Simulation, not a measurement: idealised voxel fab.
Process module heading - voxel spacer lines
Each square cell in cross-section cut measures 5 nm, and the section as a whole is 230 nm wide.
Format of a cross-section: grid, square cells. Given as bands. Order: top down. Band: one or more rows of cells. Quick guide to a band line: top height, bottom height (nm) up front; then every material left to right with its width in nm. Only one material and it's marked "all across"? Then it fills the band edge to edge. And "empty" just means empty space. Height 0 is the level under which the wafer as received is all one material. The lowest band goes on downwards, as in "0 nm and below". The width entry "30->40" should be interpreted row by row: the top row of cells in the band takes the first number, the bottom row takes the second number, and the change between adjacent rows is uniform throughout. Reading "remained unchanged" for a step: not a cell of the cross-section changed in it. Closed empty spaces (no open way to the top) of 8 cells or more are what "Closed void listing" lists, each as width x height at distance from the left edge, nm for all three. after a step's settings: what the simulator itself notes on the step. Steps that use a mask can have "overlay nm" on their line. It says how far the mask sat to the right of where it was meant to be. Negative means to the left.

# Intended process steps
| 1 | RECEIVE with material Si |
| 2 | CONFORMAL_DEP with material Al2O3, thk nm 5 |
| 3 | DIRECTIONAL_DEP with material SiN, thk nm 20 |
| 4 | DIRECTIONAL_DEP with material aC, thk nm 20 |
| 5 | PATTERN with tone cover, mask id MANDREL, material resist, width nm 15, pitch nm 50, thk nm 25, overlay nm 0 |
| 6 | DIRECTIONAL_ETCH with etch materials aC, depth nm 20 |
| 7 | STRIP with etch materials resist |
| 8 | CONFORMAL_DEP with material SiO2, thk nm 10 |
| 9 | DIRECTIONAL_ETCH with etch materials SiO2, depth nm 10 |
| 10 | STRIP with etch materials aC |
| 11 | DIRECTIONAL_ETCH with etch materials SiN, depth nm 20 |
| 12 | STRIP with etch materials SiO2 |
| 13 | FILL_DEP with material lowk, thk nm 10 |
| 14 | CMP with height nm 25 |

# Cross-section of the wafer upon arrival, representing the state reached after step 1
* 0 nm and below  Si all across
* Closed void listing: none

# The following cross-section depicts the wafer upon conclusion of the module. Processing commenced from the starting condition illustrated above and adhered to the plan illustrated above, save for one mistake in execution
* 25 nm to 5 nm  40 lowk; 10 SiN; 15 lowk; 10 SiN; 15 lowk; 10 SiN; 15 lowk; 10 SiN; 15 lowk; 10 SiN; 15 lowk; 10 SiN; 55 lowk
* 5 nm to 0 nm  Al2O3 all across
* 0 nm and below  Si all across
* Closed void listing: none
Processing error: so step 5 ended up running with a different setting than we planned, it ran as PATTERN with tone cover, mask id MANDREL, material resist, width nm 15, pitch nm 50, thk nm 25, overlay nm -5
